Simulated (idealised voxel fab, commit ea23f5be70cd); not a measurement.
Title: Process Module voxel self aligned vias
Square cells of 5 nm make up the cross-section cut, whose width is 230 nm.
For the purposes of this document, a cross-section shall be understood as a grid of square cells, specified as bands listed in top-to-bottom order, each band consisting of one or more rows of cells. The entry gives the band's vertical extent as a top height and a bottom height in nm, then its horizontal make-up as materials from left to right, each with a width in nm. "empty" stands for empty space; a single material marked "all across" fills the band edge to edge. Beneath 0, the wafer as received is one material, and that level is where height counting begins. The lowest band goes on downward without a bottom; it is written like "from 0 down". So if you see something like "30..40" for the width, read it as the top row of the band sitting at the first number and the bottom row at the second, with every row in between moving by the same amount as the last. "no modification" -> step changed no cross-section cell. "closed voids": empty spaces of 8 cells or more with no open way to the top, each given as width x height at distance, distance from the left edge, all in nm. Step line, after settings: the simulator's comment on this step. "overlay nm", when on a step's line for a step with a mask, measures how far to the right of its planned place the mask lay; a negative measure means to the left. Below you will find pairs of cross-sections. In each, one shows the wafer before one process step and the other after it, with the after view ending at the lowest band that changed. Under each pair is the step separating them, along with its settings. Do not assume the pairs form a chain: they can come from different runs of this module on the same starting wafer, and a pair continues from the pair above it only when its "Prior to step" entry says so.
### Prior to step
    from 0 down  Si all across
    closed voids: none
### Section After Processing
    from 10 to 0  SiO2 all across
    Under 0: no change, same as before.
    closed voids: none
Operation between the pre and post cross-sections above: op CONFORMAL_DEP | material SiO2 | thk nm 10
Prior to step: The pre-step condition corresponds to the post-step cross-section depicted in the pair directly above.
### Section After Processing
    from 15 to 10  SiCN all across
    Under 10: no change, same as before.
    closed voids: none
Operation between the pre and post cross-sections above: op CONFORMAL_DEP | material SiCN | thk nm 5
Prior to step: The pre-step condition corresponds to the post-step cross-section depicted in the pair directly above.
### Section After Processing
    from 45 to 15  SiO2 all across
    Under 15: no change, same as before.
    closed voids: none
Operation between the pre and post cross-sections above: op DIRECTIONAL_DEP | material SiO2 | thk nm 30
Prior to step: The pre-step condition corresponds to the post-step cross-section depicted in the pair directly above.
### Section After Processing
    from 55 to 45  aC all across
    Under 45: no change, same as before.
    closed voids: none
Operation between the pre and post cross-sections above: op DIRECTIONAL_DEP | material aC | thk nm 10
Prior to step: The pre-step condition corresponds to the post-step cross-section depicted in the pair directly above.
### Section After Processing
    from 85 to 55  resist 50 nm  empty 20 nm  resist 35 nm  empty 20 nm  resist 35 nm  empty 20 nm  resist 50 nm
    Under 55: no change, same as before.
    closed voids: none
Operation between the pre and post cross-sections above: op PATTERN | tone open | mask id LINES | material resist | width nm 20 | pitch nm 55 | thk nm 30 | overlay nm 0
Prior to step: The pre-step condition corresponds to the post-step cross-section depicted in the pair directly above.
### Section After Processing
    from 75 to 55  resist 50 nm  empty 20 nm  resist 35 nm  empty 20 nm  resist 35 nm  empty 20 nm  resist 50 nm
    from 55 to 45  aC 50 nm  empty 20 nm  aC 35 nm  empty 20 nm  aC 35 nm  empty 20 nm  aC 50 nm
    Under 45: no change, same as before.
    closed voids: none
Operation between the pre and post cross-sections above: op DIRECTIONAL_ETCH | etch materials aC | depth nm 10
Prior to step: The pre-step condition corresponds to the post-step cross-section depicted in the pair directly above.
### Section After Processing
    from 55 to 45  aC 50 nm  empty 20 nm  aC 35 nm  empty 20 nm  aC 35 nm  empty 20 nm  aC 50 nm
    Under 45: no change, same as before.
    closed voids: none
Operation between the pre and post cross-sections above: op STRIP | etch materials resist
Prior to step: The pre-step condition corresponds to the post-step cross-section depicted in the pair directly above.
### Section After Processing
    from 55 to 45  aC 50 nm  empty 20 nm  aC 35 nm  empty 20 nm  aC 35 nm  empty 20 nm  aC 50 nm
    from 45 to 15  SiO2 50 nm  empty 20 nm  SiO2 35 nm  empty 20 nm  SiO2 35 nm  empty 20 nm  SiO2 50 nm
    Under 15: no change, same as before.
    closed voids: none
Operation between the pre and post cross-sections above: op DIRECTIONAL_ETCH | etch materials SiO2 | depth nm 30
Prior to step: The pre-step condition corresponds to the post-step cross-section depicted in the pair directly above.
### Section After Processing
    from 45 to 15  SiO2 50 nm  empty 20 nm  SiO2 35 nm  empty 20 nm  SiO2 35 nm  empty 20 nm  SiO2 50 nm
    Under 15: no change, same as before.
    closed voids: none
Operation between the pre and post cross-sections above: op STRIP | etch materials aC
Prior to step: The pre-step condition corresponds to the post-step cross-section depicted in the pair directly above.
### Section After Processing
    from 50 to 45  TiN 55 nm  empty 10 nm  TiN 45 nm  empty 10 nm  TiN 45 nm  empty 10 nm  TiN 55 nm
    from 45 to 20  SiO2 50 nm  TiN 5 nm  empty 10 nm  TiN 5 nm  SiO2 35 nm  TiN 5 nm  empty 10 nm  TiN 5 nm  SiO2 35 nm  TiN 5 nm  empty 10 nm  TiN 5 nm  SiO2 50 nm
    from 20 to 15  SiO2 50 nm  TiN 20 nm  SiO2 35 nm  TiN 20 nm  SiO2 35 nm  TiN 20 nm  SiO2 50 nm
    Under 15: no change, same as before.
    closed voids: none
Operation between the pre and post cross-sections above: op CONFORMAL_DEP | material TiN | thk nm 5
Prior to step: The pre-step condition corresponds to the post-step cross-section depicted in the pair directly above.
### Section After Processing
    from 55 to 50  Ru all across
    from 50 to 45  TiN 55 nm  Ru 10 nm  TiN 45 nm  Ru 10 nm  TiN 45 nm  Ru 10 nm  TiN 55 nm
    from 45 to 20  SiO2 50 nm  TiN 5 nm  Ru 10 nm  TiN 5 nm  SiO2 35 nm  TiN 5 nm  Ru 10 nm  TiN 5 nm  SiO2 35 nm  TiN 5 nm  Ru 10 nm  TiN 5 nm  SiO2 50 nm
    Under 20: no change, same as before.
    closed voids: none
Operation between the pre and post cross-sections above: op FILL_DEP | material Ru | thk nm 5
Prior to step: The pre-step condition corresponds to the post-step cross-section depicted in the pair directly above.
### Section After Processing
    from 45 to 20  SiO2 50 nm  TiN 5 nm  Ru 10 nm  TiN 5 nm  SiO2 35 nm  TiN 5 nm  Ru 10 nm  TiN 5 nm  SiO2 35 nm  TiN 5 nm  Ru 10 nm  TiN 5 nm  SiO2 50 nm
    Under 20: no change, same as before.
    closed voids: none
Operation between the pre and post cross-sections above: op CMP | height nm 45
Prior to step: The pre-step condition corresponds to the post-step cross-section depicted in the pair directly above.
### Section After Processing
    from 45 to 35  SiO2 50 nm  empty 20 nm  SiO2 35 nm  empty 20 nm  SiO2 35 nm  empty 20 nm  SiO2 50 nm
    Under 35: no change, same as before.
    closed voids: none
Operation between the pre and post cross-sections above: op SELECTIVE_ETCH | etch materials W Ru TiN | depth nm 10
Prior to step: The pre-step condition corresponds to the post-step cross-section depicted in the pair directly above.
### Section After Processing
    from 55 to 45  SiN all across
    from 45 to 35  SiO2 50 nm  SiN 20 nm  SiO2 35 nm  SiN 20 nm  SiO2 35 nm  SiN 20 nm  SiO2 50 nm
    Under 35: no change, same as before.
    closed voids: none
Operation between the pre and post cross-sections above: op FILL_DEP | material SiN | thk nm 10
Prior to step: The pre-step condition corresponds to the post-step cross-section depicted in the pair directly above.
### Section After Processing
    from 45 to 35  SiO2 50 nm  SiN 20 nm  SiO2 35 nm  SiN 20 nm  SiO2 35 nm  SiN 20 nm  SiO2 50 nm
    Under 35: no change, same as before.
    closed voids: none
Operation between the pre and post cross-sections above: op CMP | height nm 45
Prior to step: The pre-step condition corresponds to the post-step cross-section depicted in the pair directly above.
### Section After Processing
    from 65 to 45  SiO2 all across
    Under 45: no change, same as before.
    closed voids: none
Operation between the pre and post cross-sections above: op DIRECTIONAL_DEP | material SiO2 | thk nm 20
Prior to step: The pre-step condition corresponds to the post-step cross-section depicted in the pair directly above.
### Section After Processing
    from 85 to 65  resist 40 nm  empty 40 nm  resist 70 nm  empty 40 nm  resist 40 nm
    Under 65: no change, same as before.
    closed voids: none
Operation between the pre and post cross-sections above: op PATTERN | tone open | mask id VIAS | material resist | width nm 40 | pitch nm 110 | thk nm 20 | overlay nm 0
Prior to step: The pre-step condition corresponds to the post-step cross-section depicted in the pair directly above.
### Section After Processing
    from 85 to 65  resist 40 nm  empty 40 nm  resist 70 nm  empty 40 nm  resist 40 nm
    from 65 to 45  SiO2 40 nm  empty 40 nm  SiO2 70 nm  empty 40 nm  SiO2 40 nm
    Under 45: no change, same as before.
    closed voids: none
Operation between the pre and post cross-sections above: op DIRECTIONAL_ETCH | etch materials SiO2 | depth nm 20
Prior to step: The pre-step condition corresponds to the post-step cross-section depicted in the pair directly above.
### Section After Processing
    from 85 to 65  resist 40 nm  empty 40 nm  resist 70 nm  empty 40 nm  resist 40 nm
    from 65 to 45  SiO2 40 nm  empty 40 nm  SiO2 70 nm  empty 40 nm  SiO2 40 nm
    from 45 to 35  SiO2 50 nm  empty 20 nm  SiO2 35 nm  SiN 20 nm  SiO2 35 nm  empty 20 nm  SiO2 50 nm
    Under 35: no change, same as before.
    closed voids: none
Operation between the pre and post cross-sections above: op DIRECTIONAL_ETCH | etch materials SiN | depth nm 10
Prior to step: The pre-step condition corresponds to the post-step cross-section depicted in the pair directly above.
### Section After Processing
    from 65 to 45  SiO2 40 nm  empty 40 nm  SiO2 70 nm  empty 40 nm  SiO2 40 nm
    Under 45: no change, same as before.
    closed voids: none
Operation between the pre and post cross-sections above: op STRIP | etch materials resist
Prior to step: The pre-step condition corresponds to the post-step cross-section depicted in the pair directly above.
### Section After Processing
    from 70 to 65  TiN 45 nm  empty 30 nm  TiN 80 nm  empty 30 nm  TiN 45 nm
    from 65 to 50  SiO2 40 nm  TiN 5 nm  empty 30 nm  TiN 5 nm  SiO2 70 nm  TiN 5 nm  empty 30 nm  TiN 5 nm  SiO2 40 nm
    from 50 to 45  SiO2 40 nm  TiN 15 nm  empty 10 nm  TiN 15 nm  SiO2 70 nm  TiN 15 nm  empty 10 nm  TiN 15 nm  SiO2 40 nm
    from 45 to 40  SiO2 50 nm  TiN 5 nm  empty 10 nm  TiN 5 nm  SiO2 35 nm  SiN 20 nm  SiO2 35 nm  TiN 5 nm  empty 10 nm  TiN 5 nm  SiO2 50 nm
    from 40 to 35  SiO2 50 nm  TiN 20 nm  SiO2 35 nm  SiN 20 nm  SiO2 35 nm  TiN 20 nm  SiO2 50 nm
    Under 35: no change, same as before.
    closed voids: none
Operation between the pre and post cross-sections above: op CONFORMAL_DEP | material TiN | thk nm 5
Prior to step: The pre-step condition corresponds to the post-step cross-section depicted in the pair directly above.
### Section After Processing
    from 80 to 70  Cu all across
    from 70 to 65  TiN 45 nm  Cu 30 nm  TiN 80 nm  Cu 30 nm  TiN 45 nm
    from 65 to 50  SiO2 40 nm  TiN 5 nm  Cu 30 nm  TiN 5 nm  SiO2 70 nm  TiN 5 nm  Cu 30 nm  TiN 5 nm  SiO2 40 nm
    from 50 to 45  SiO2 40 nm  TiN 15 nm  Cu 10 nm  TiN 15 nm  SiO2 70 nm  TiN 15 nm  Cu 10 nm  TiN 15 nm  SiO2 40 nm
    from 45 to 40  SiO2 50 nm  TiN 5 nm  Cu 10 nm  TiN 5 nm  SiO2 35 nm  SiN 20 nm  SiO2 35 nm  TiN 5 nm  Cu 10 nm  TiN 5 nm  SiO2 50 nm
    Under 40: no change, same as before.
    closed voids: none
Operation between the pre and post cross-sections above: op FILL_DEP | material Cu | thk nm 10
Prior to step: The pre-step condition corresponds to the post-step cross-section depicted in the pair directly above.
### Section After Processing
    from 65 to 50  SiO2 40 nm  TiN 5 nm  Cu 30 nm  TiN 5 nm  SiO2 70 nm  TiN 5 nm  Cu 30 nm  TiN 5 nm  SiO2 40 nm
    Under 50: no change, same as before.
    closed voids: none
Operation between the pre and post cross-sections above: op CMP | height nm 65
Prior to step: The pre-step condition corresponds to the post-step cross-section depicted in the pair directly above.
### Section After Processing
    from 70 to 65  SiN all across
    Under 65: no change, same as before.
    closed voids: none
Operation between the pre and post cross-sections above: op CONFORMAL_DEP | material SiN | thk nm 5
### Prior to step
    from 0 down  Si all across
    closed voids: none
### Section After Processing
    from 5 to 0  SiCN all across
    Under 0: no change, same as before.
    closed voids: none
Operation between the pre and post cross-sections above: op CONFORMAL_DEP | material SiCN | thk nm 5
Prior to step: The pre-step condition corresponds to the post-step cross-section depicted in the pair directly above.
### Section After Processing
    from 35 to 5  SiO2 all across
    Under 5: no change, same as before.
    closed voids: none
Operation between the pre and post cross-sections above: op DIRECTIONAL_DEP | material SiO2 | thk nm 30
Prior to step: The pre-step condition corresponds to the post-step cross-section depicted in the pair directly above.
### Section After Processing
    from 45 to 35  aC all across
    Under 35: no change, same as before.
    closed voids: none
Operation between the pre and post cross-sections above: op DIRECTIONAL_DEP | material aC | thk nm 10
Prior to step: The pre-step condition corresponds to the post-step cross-section depicted in the pair directly above.
### Section After Processing
    from 75 to 45  resist 50 nm  empty 20 nm  resist 35 nm  empty 20 nm  resist 35 nm  empty 20 nm  resist 50 nm
    Under 45: no change, same as before.
    closed voids: none
Operation between the pre and post cross-sections above: op PATTERN | tone open | mask id LINES | material resist | width nm 20 | pitch nm 55 | thk nm 30 | overlay nm 0
Prior to step: The pre-step condition corresponds to the post-step cross-section depicted in the pair directly above.
### Section After Processing
    from 65 to 45  resist 50 nm  empty 20 nm  resist 35 nm  empty 20 nm  resist 35 nm  empty 20 nm  resist 50 nm
    from 45 to 35  aC 50 nm  empty 20 nm  aC 35 nm  empty 20 nm  aC 35 nm  empty 20 nm  aC 50 nm
    Under 35: no change, same as before.
    closed voids: none
Operation between the pre and post cross-sections above: op DIRECTIONAL_ETCH | etch materials aC | depth nm 10
Prior to step: The pre-step condition corresponds to the post-step cross-section depicted in the pair directly above.
### Section After Processing
    from 45 to 35  aC 50 nm  empty 20 nm  aC 35 nm  empty 20 nm  aC 35 nm  empty 20 nm  aC 50 nm
    Under 35: no change, same as before.
    closed voids: none
Operation between the pre and post cross-sections above: op STRIP | etch materials resist
Prior to step: The pre-step condition corresponds to the post-step cross-section depicted in the pair directly above.
### Section After Processing
    from 45 to 35  aC 50 nm  empty 20 nm  aC 35 nm  empty 20 nm  aC 35 nm  empty 20 nm  aC 50 nm
    from 35 to 5  SiO2 50 nm  empty 20 nm  SiO2 35 nm  empty 20 nm  SiO2 35 nm  empty 20 nm  SiO2 50 nm
    Under 5: no change, same as before.
    closed voids: none
Operation between the pre and post cross-sections above: op DIRECTIONAL_ETCH | etch materials SiO2 | depth nm 30
Prior to step: The pre-step condition corresponds to the post-step cross-section depicted in the pair directly above.
### Section After Processing
    from 35 to 5  SiO2 50 nm  empty 20 nm  SiO2 35 nm  empty 20 nm  SiO2 35 nm  empty 20 nm  SiO2 50 nm
    Under 5: no change, same as before.
    closed voids: none
Operation between the pre and post cross-sections above: op STRIP | etch materials aC
Prior to step: The pre-step condition corresponds to the post-step cross-section depicted in the pair directly above.
### Section After Processing
    from 40 to 35  TiN 55 nm  empty 10 nm  TiN 45 nm  empty 10 nm  TiN 45 nm  empty 10 nm  TiN 55 nm
    from 35 to 10  SiO2 50 nm  TiN 5 nm  empty 10 nm  TiN 5 nm  SiO2 35 nm  TiN 5 nm  empty 10 nm  TiN 5 nm  SiO2 35 nm  TiN 5 nm  empty 10 nm  TiN 5 nm  SiO2 50 nm
    from 10 to 5  SiO2 50 nm  TiN 20 nm  SiO2 35 nm  TiN 20 nm  SiO2 35 nm  TiN 20 nm  SiO2 50 nm
    Under 5: no change, same as before.
    closed voids: none
Operation between the pre and post cross-sections above: op CONFORMAL_DEP | material TiN | thk nm 5
Prior to step: The pre-step condition corresponds to the post-step cross-section depicted in the pair directly above.
### Section After Processing
    from 45 to 40  Ru all across
    from 40 to 35  TiN 55 nm  Ru 10 nm  TiN 45 nm  Ru 10 nm  TiN 45 nm  Ru 10 nm  TiN 55 nm
    from 35 to 10  SiO2 50 nm  TiN 5 nm  Ru 10 nm  TiN 5 nm  SiO2 35 nm  TiN 5 nm  Ru 10 nm  TiN 5 nm  SiO2 35 nm  TiN 5 nm  Ru 10 nm  TiN 5 nm  SiO2 50 nm
    Under 10: no change, same as before.
    closed voids: none
Operation between the pre and post cross-sections above: op FILL_DEP | material Ru | thk nm 5
Prior to step: The pre-step condition corresponds to the post-step cross-section depicted in the pair directly above.
### Section After Processing
    from 35 to 10  SiO2 50 nm  TiN 5 nm  Ru 10 nm  TiN 5 nm  SiO2 35 nm  TiN 5 nm  Ru 10 nm  TiN 5 nm  SiO2 35 nm  TiN 5 nm  Ru 10 nm  TiN 5 nm  SiO2 50 nm
    Under 10: no change, same as before.
    closed voids: none
Operation between the pre and post cross-sections above: op SELECTIVE_ETCH | etch materials W Ru TiN | depth nm 10
Prior to step: The pre-step condition corresponds to the post-step cross-section depicted in the pair directly above.
### Section After Processing
    from 45 to 35  SiN all across
    Under 35: no change, same as before.
    closed voids: none
Operation between the pre and post cross-sections above: op FILL_DEP | material SiN | thk nm 10
Prior to step: The pre-step condition corresponds to the post-step cross-section depicted in the pair directly above.
### Section After Processing
    from 65 to 45  SiO2 all across
    Under 45: no change, same as before.
    closed voids: none
Operation between the pre and post cross-sections above: op DIRECTIONAL_DEP | material SiO2 | thk nm 20
Prior to step: The pre-step condition corresponds to the post-step cross-section depicted in the pair directly above.
### Section After Processing
    from 85 to 65  resist 40 nm  empty 40 nm  resist 70 nm  empty 40 nm  resist 40 nm
    Under 65: no change, same as before.
    closed voids: none
Operation between the pre and post cross-sections above: op PATTERN | tone open | mask id VIAS | material resist | width nm 40 | pitch nm 110 | thk nm 20 | overlay nm 0
Prior to step: The pre-step condition corresponds to the post-step cross-section depicted in the pair directly above.
### Section After Processing
    from 85 to 65  resist 40 nm  empty 40 nm  resist 70 nm  empty 40 nm  resist 40 nm
    from 65 to 45  SiO2 40 nm  empty 40 nm  SiO2 70 nm  empty 40 nm  SiO2 40 nm
    Under 45: no change, same as before.
    closed voids: none
Operation between the pre and post cross-sections above: op DIRECTIONAL_ETCH | etch materials SiO2 | depth nm 20
Prior to step: The pre-step condition corresponds to the post-step cross-section depicted in the pair directly above.
### Section After Processing
    from 85 to 65  resist 40 nm  empty 40 nm  resist 70 nm  empty 40 nm  resist 40 nm
    from 65 to 45  SiO2 40 nm  empty 40 nm  SiO2 70 nm  empty 40 nm  SiO2 40 nm
    from 45 to 35  SiN 40 nm  empty 40 nm  SiN 70 nm  empty 40 nm  SiN 40 nm
    Under 35: no change, same as before.
    closed voids: none
Operation between the pre and post cross-sections above: op DIRECTIONAL_ETCH | etch materials SiN | depth nm 10
Prior to step: The pre-step condition corresponds to the post-step cross-section depicted in the pair directly above.
### Section After Processing
    from 65 to 45  SiO2 40 nm  empty 40 nm  SiO2 70 nm  empty 40 nm  SiO2 40 nm
    Under 45: no change, same as before.
    closed voids: none
Operation between the pre and post cross-sections above: op STRIP | etch materials resist
Prior to step: The pre-step condition corresponds to the post-step cross-section depicted in the pair directly above.
### Section After Processing
    from 70 to 65  TiN 45 nm  empty 30 nm  TiN 80 nm  empty 30 nm  TiN 45 nm
    from 65 to 45  SiO2 40 nm  TiN 5 nm  empty 30 nm  TiN 5 nm  SiO2 70 nm  TiN 5 nm  empty 30 nm  TiN 5 nm  SiO2 40 nm
    from 45 to 40  SiN 40 nm  TiN 5 nm  empty 30 nm  TiN 5 nm  SiN 70 nm  TiN 5 nm  empty 30 nm  TiN 5 nm  SiN 40 nm
    from 40 to 35  SiN 40 nm  TiN 40 nm  SiN 70 nm  TiN 40 nm  SiN 40 nm
    Under 35: no change, same as before.
    closed voids: none
Operation between the pre and post cross-sections above: op CONFORMAL_DEP | material TiN | thk nm 5
Prior to step: The pre-step condition corresponds to the post-step cross-section depicted in the pair directly above.
### Section After Processing
    from 80 to 70  Cu all across
    from 70 to 65  TiN 45 nm  Cu 30 nm  TiN 80 nm  Cu 30 nm  TiN 45 nm
    from 65 to 45  SiO2 40 nm  TiN 5 nm  Cu 30 nm  TiN 5 nm  SiO2 70 nm  TiN 5 nm  Cu 30 nm  TiN 5 nm  SiO2 40 nm
    from 45 to 40  SiN 40 nm  TiN 5 nm  Cu 30 nm  TiN 5 nm  SiN 70 nm  TiN 5 nm  Cu 30 nm  TiN 5 nm  SiN 40 nm
    Under 40: no change, same as before.
    closed voids: none
Operation between the pre and post cross-sections above: op FILL_DEP | material Cu | thk nm 10
Prior to step: The pre-step condition corresponds to the post-step cross-section depicted in the pair directly above.
### Section After Processing
    from 65 to 45  SiO2 40 nm  TiN 5 nm  Cu 30 nm  TiN 5 nm  SiO2 70 nm  TiN 5 nm  Cu 30 nm  TiN 5 nm  SiO2 40 nm
    Under 45: no change, same as before.
    closed voids: none
Operation between the pre and post cross-sections above: op CMP | height nm 65
Prior to step: The pre-step condition corresponds to the post-step cross-section depicted in the pair directly above.
### Section After Processing
    from 70 to 65  SiN all across
    Under 65: no change, same as before.
    closed voids: none
Operation between the pre and post cross-sections above: op CONFORMAL_DEP | material SiN | thk nm 5
### Prior to step
    from 85 to 65  resist 40 nm  empty 40 nm  resist 70 nm  empty 40 nm  resist 40 nm
    from 65 to 45  SiO2 40 nm  empty 40 nm  SiO2 70 nm  empty 40 nm  SiO2 40 nm
    from 45 to 35  SiO2 50 nm  SiN 20 nm  SiO2 35 nm  SiN 20 nm  SiO2 35 nm  SiN 20 nm  SiO2 50 nm
    from 35 to 20  SiO2 50 nm  TiN 5 nm  Ru 10 nm  TiN 5 nm  SiO2 35 nm  TiN 5 nm  Ru 10 nm  TiN 5 nm  SiO2 35 nm  TiN 5 nm  Ru 10 nm  TiN 5 nm  SiO2 50 nm
    from 20 to 15  SiO2 50 nm  TiN 20 nm  SiO2 35 nm  TiN 20 nm  SiO2 35 nm  TiN 20 nm  SiO2 50 nm
    from 15 to 10  SiCN all across
    from 10 to 0  SiO2 all across
    from 0 down  Si all across
    closed voids: none
### Section After Processing
    from 85 to 65  resist 40 nm  empty 40 nm  resist 70 nm  empty 40 nm  resist 40 nm
    from 65 to 45  SiO2 40 nm  empty 40 nm  SiO2 70 nm  empty 40 nm  SiO2 40 nm
    from 45 to 35  SiO2 40 nm  empty 10 nm  SiN 20 nm  empty 10 nm  SiO2 25 nm  SiN 20 nm  SiO2 25 nm  empty 10 nm  SiN 20 nm  empty 10 nm  SiO2 40 nm
    from 35 to 25  SiO2 40 nm  empty 10 nm  TiN 5 nm  Ru 10 nm  TiN 5 nm  empty 10 nm  SiO2 25 nm  TiN 5 nm  Ru 10 nm  TiN 5 nm  SiO2 25 nm  empty 10 nm  TiN 5 nm  Ru 10 nm  TiN 5 nm  empty 10 nm  SiO2 40 nm
    Under 25: no change, same as before.
    closed voids: none
Operation between the pre and post cross-sections above: op DIRECTIONAL_ETCH | etch materials SiO2 | depth nm 20
Prior to step: The pre-step condition corresponds to the post-step cross-section depicted in the pair directly above.
### Section After Processing
    from 85 to 65  resist 40 nm  empty 40 nm  resist 70 nm  empty 40 nm  resist 40 nm
    from 65 to 45  SiO2 40 nm  empty 40 nm  SiO2 70 nm  empty 40 nm  SiO2 40 nm
    from 45 to 35  SiO2 40 nm  empty 40 nm  SiO2 25 nm  SiN 20 nm  SiO2 25 nm  empty 40 nm  SiO2 40 nm
    Under 35: no change, same as before.
    closed voids: none
Operation between the pre and post cross-sections above: op DIRECTIONAL_ETCH | etch materials SiN | depth nm 10
Prior to step: The pre-step condition corresponds to the post-step cross-section depicted in the pair directly above.
### Section After Processing
    from 65 to 45  SiO2 40 nm  empty 40 nm  SiO2 70 nm  empty 40 nm  SiO2 40 nm
    Under 45: no change, same as before.
    closed voids: none
Operation between the pre and post cross-sections above: op STRIP | etch materials resist
Prior to step: The pre-step condition corresponds to the post-step cross-section depicted in the pair directly above.
### Section After Processing
    from 70 to 65  TiN 45 nm  empty 30 nm  TiN 80 nm  empty 30 nm  TiN 45 nm
    from 65 to 45  SiO2 40 nm  TiN 5 nm  empty 30 nm  TiN 5 nm  SiO2 70 nm  TiN 5 nm  empty 30 nm  TiN 5 nm  SiO2 40 nm
    from 45 to 40  SiO2 40 nm  TiN 5 nm  empty 30 nm  TiN 5 nm  SiO2 25 nm  SiN 20 nm  SiO2 25 nm  TiN 5 nm  empty 30 nm  TiN 5 nm  SiO2 40 nm
    from 40 to 35  SiO2 40 nm  TiN 40 nm  SiO2 25 nm  SiN 20 nm  SiO2 25 nm  TiN 40 nm  SiO2 40 nm
    from 35 to 25  SiO2 40 nm  TiN 15 nm  Ru 10 nm  TiN 15 nm  SiO2 25 nm  TiN 5 nm  Ru 10 nm  TiN 5 nm  SiO2 25 nm  TiN 15 nm  Ru 10 nm  TiN 15 nm  SiO2 40 nm
    Under 25: no change, same as before.
    closed voids: none
Operation between the pre and post cross-sections above: op CONFORMAL_DEP | material TiN | thk nm 5
Prior to step: The pre-step condition corresponds to the post-step cross-section depicted in the pair directly above.
### Section After Processing
    from 80 to 70  Cu all across
    from 70 to 65  TiN 45 nm  Cu 30 nm  TiN 80 nm  Cu 30 nm  TiN 45 nm
    from 65 to 45  SiO2 40 nm  TiN 5 nm  Cu 30 nm  TiN 5 nm  SiO2 70 nm  TiN 5 nm  Cu 30 nm  TiN 5 nm  SiO2 40 nm
    from 45 to 40  SiO2 40 nm  TiN 5 nm  Cu 30 nm  TiN 5 nm  SiO2 25 nm  SiN 20 nm  SiO2 25 nm  TiN 5 nm  Cu 30 nm  TiN 5 nm  SiO2 40 nm
    Under 40: no change, same as before.
    closed voids: none
Operation between the pre and post cross-sections above: op FILL_DEP | material Cu | thk nm 10
Prior to step: The pre-step condition corresponds to the post-step cross-section depicted in the pair directly above.
### Section After Processing
    from 65 to 45  SiO2 40 nm  TiN 5 nm  Cu 30 nm  TiN 5 nm  SiO2 70 nm  TiN 5 nm  Cu 30 nm  TiN 5 nm  SiO2 40 nm
    Under 45: no change, same as before.
    closed voids: none
Operation between the pre and post cross-sections above: op CMP | height nm 65
Prior to step: The pre-step condition corresponds to the post-step cross-section depicted in the pair directly above.
### Section After Processing
    from 70 to 65  SiN all across
    Under 65: no change, same as before.
    closed voids: none
Operation between the pre and post cross-sections above: op CONFORMAL_DEP | material SiN | thk nm 5
### Prior to step
    from 5 to 0  SiCN all across
    from 0 down  Si all across
    closed voids: none
### Section After Processing
    from 15 to 5  SiO2 all across
    Under 5: no change, same as before.
    closed voids: none
Operation between the pre and post cross-sections above: op CONFORMAL_DEP | material SiO2 | thk nm 10
Prior to step: The pre-step condition corresponds to the post-step cross-section depicted in the pair directly above.
### Section After Processing
    from 45 to 5  SiO2 all across
    Under 5: no change, same as before.
    closed voids: none
Operation between the pre and post cross-sections above: op DIRECTIONAL_DEP | material SiO2 | thk nm 30
Prior to step: The pre-step condition corresponds to the post-step cross-section depicted in the pair directly above.
### Section After Processing
    from 55 to 45  aC all across
    Under 45: no change, same as before.
    closed voids: none
Operation between the pre and post cross-sections above: op DIRECTIONAL_DEP | material aC | thk nm 10
Prior to step: The pre-step condition corresponds to the post-step cross-section depicted in the pair directly above.
### Section After Processing
    from 85 to 55  resist 50 nm  empty 20 nm  resist 35 nm  empty 20 nm  resist 35 nm  empty 20 nm  resist 50 nm
    Under 55: no change, same as before.
    closed voids: none
Operation between the pre and post cross-sections above: op PATTERN | tone open | mask id LINES | material resist | width nm 20 | pitch nm 55 | thk nm 30 | overlay nm 0
Prior to step: The pre-step condition corresponds to the post-step cross-section depicted in the pair directly above.
### Section After Processing
    from 75 to 55  resist 50 nm  empty 20 nm  resist 35 nm  empty 20 nm  resist 35 nm  empty 20 nm  resist 50 nm
    from 55 to 45  aC 50 nm  empty 20 nm  aC 35 nm  empty 20 nm  aC 35 nm  empty 20 nm  aC 50 nm
    Under 45: no change, same as before.
    closed voids: none
Operation between the pre and post cross-sections above: op DIRECTIONAL_ETCH | etch materials aC | depth nm 10
Prior to step: The pre-step condition corresponds to the post-step cross-section depicted in the pair directly above.
### Section After Processing
    from 55 to 45  aC 50 nm  empty 20 nm  aC 35 nm  empty 20 nm  aC 35 nm  empty 20 nm  aC 50 nm
    Under 45: no change, same as before.
    closed voids: none
Operation between the pre and post cross-sections above: op STRIP | etch materials resist
Prior to step: The pre-step condition corresponds to the post-step cross-section depicted in the pair directly above.
### Section After Processing
    from 55 to 45  aC 50 nm  empty 20 nm  aC 35 nm  empty 20 nm  aC 35 nm  empty 20 nm  aC 50 nm
    from 45 to 15  SiO2 50 nm  empty 20 nm  SiO2 35 nm  empty 20 nm  SiO2 35 nm  empty 20 nm  SiO2 50 nm
    Under 15: no change, same as before.
    closed voids: none
Operation between the pre and post cross-sections above: op DIRECTIONAL_ETCH | etch materials SiO2 | depth nm 30
Prior to step: The pre-step condition corresponds to the post-step cross-section depicted in the pair directly above.
### Section After Processing
    from 45 to 15  SiO2 50 nm  empty 20 nm  SiO2 35 nm  empty 20 nm  SiO2 35 nm  empty 20 nm  SiO2 50 nm
    Under 15: no change, same as before.
    closed voids: none
Operation between the pre and post cross-sections above: op STRIP | etch materials aC
Prior to step: The pre-step condition corresponds to the post-step cross-section depicted in the pair directly above.
### Section After Processing
    from 50 to 45  TiN 55 nm  empty 10 nm  TiN 45 nm  empty 10 nm  TiN 45 nm  empty 10 nm  TiN 55 nm
    from 45 to 20  SiO2 50 nm  TiN 5 nm  empty 10 nm  TiN 5 nm  SiO2 35 nm  TiN 5 nm  empty 10 nm  TiN 5 nm  SiO2 35 nm  TiN 5 nm  empty 10 nm  TiN 5 nm  SiO2 50 nm
    from 20 to 15  SiO2 50 nm  TiN 20 nm  SiO2 35 nm  TiN 20 nm  SiO2 35 nm  TiN 20 nm  SiO2 50 nm
    Under 15: no change, same as before.
    closed voids: none
Operation between the pre and post cross-sections above: op CONFORMAL_DEP | material TiN | thk nm 5
Prior to step: The pre-step condition corresponds to the post-step cross-section depicted in the pair directly above.
### Section After Processing
    from 55 to 50  Ru all across
    from 50 to 45  TiN 55 nm  Ru 10 nm  TiN 45 nm  Ru 10 nm  TiN 45 nm  Ru 10 nm  TiN 55 nm
    from 45 to 20  SiO2 50 nm  TiN 5 nm  Ru 10 nm  TiN 5 nm  SiO2 35 nm  TiN 5 nm  Ru 10 nm  TiN 5 nm  SiO2 35 nm  TiN 5 nm  Ru 10 nm  TiN 5 nm  SiO2 50 nm
    Under 20: no change, same as before.
    closed voids: none
Operation between the pre and post cross-sections above: op FILL_DEP | material Ru | thk nm 5
